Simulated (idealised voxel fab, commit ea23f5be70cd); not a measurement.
Proc. module: voxel released beams
220 nm wide, 5 nm square cells: that's cross-section cut.
Cross-sections here: square-cell grids, written as top-down lists of bands, a band being one or more rows of cells.
Read a band's entry like this: the first values are the height of its top and the height of its bottom in nm, and what follows is the sequence of materials from left to right, each with its width in nm. Note that "blank" is empty space, and that a single material marked "everywhere" reaches across the band from edge to edge.
Ref level 0: as-received wafer is one material below here. Bottom band extends down with no lower bound ("0..down").
Note: "30->40" means the width goes from the first number (top row of the band) to the second number (bottom row) in equal steps per row of cells.
What does "everything unchanged" mean for a step? It means no cell of the cross-section changed in that step.
Voids not open to the top, 8 cells minimum: see "Sealed void inventory". Written width x height at distance; distance is from the left edge; nm.
Text after the settings on a step's line: the simulator's own remark on that step.
The "overlay nm" setting may appear on a step's line; for a step that uses a mask, it gives how far to the right of its planned position the mask lay, and a negative value indicates the left.

## Steps planned for the process
step 1: op RECEIVE | material Si
step 2: op CONFORMAL_DEP | material SiN | thk nm 5
step 3: op DIRECTIONAL_DEP | material SiO2 | thk nm 20
step 4: op PATTERN | tone open | mask id ANCHOR | material resist | width nm 30 | thk nm 15 | overlay nm 0
step 5: op DIRECTIONAL_ETCH | etch materials SiO2 | depth nm 20
step 6: op STRIP | etch materials resist
step 7: op CONFORMAL_DEP | material polySi | thk nm 10
step 8: op PATTERN | tone cover | mask id BEAM | material resist | width nm 95 | thk nm 15 | overlay nm 0
step 9: op DIRECTIONAL_ETCH | etch materials polySi | depth nm 10
step 10: op STRIP | etch materials resist
step 11: op STRIP | etch materials SiO2

## The cross-section here shows the wafer as received, i.e. in its state after step 1
* 0..down = Si everywhere
* Sealed void inventory: none

## End state of the module in cross-section, given the above starting point and plan and one mistake in execution
* 25..15 = blank 60 nm, polySi 15 nm, blank 10 nm, polySi 70 nm, blank 65 nm
* 15..5 = blank 65 nm, polySi 30 nm, blank 125 nm
* 5..0 = SiN everywhere
* 0..down = Si everywhere
* Sealed void inventory: none
The plan and the run diverged here: step 3 ran as: op DIRECTIONAL_DEP | material SiO2 | thk nm 10
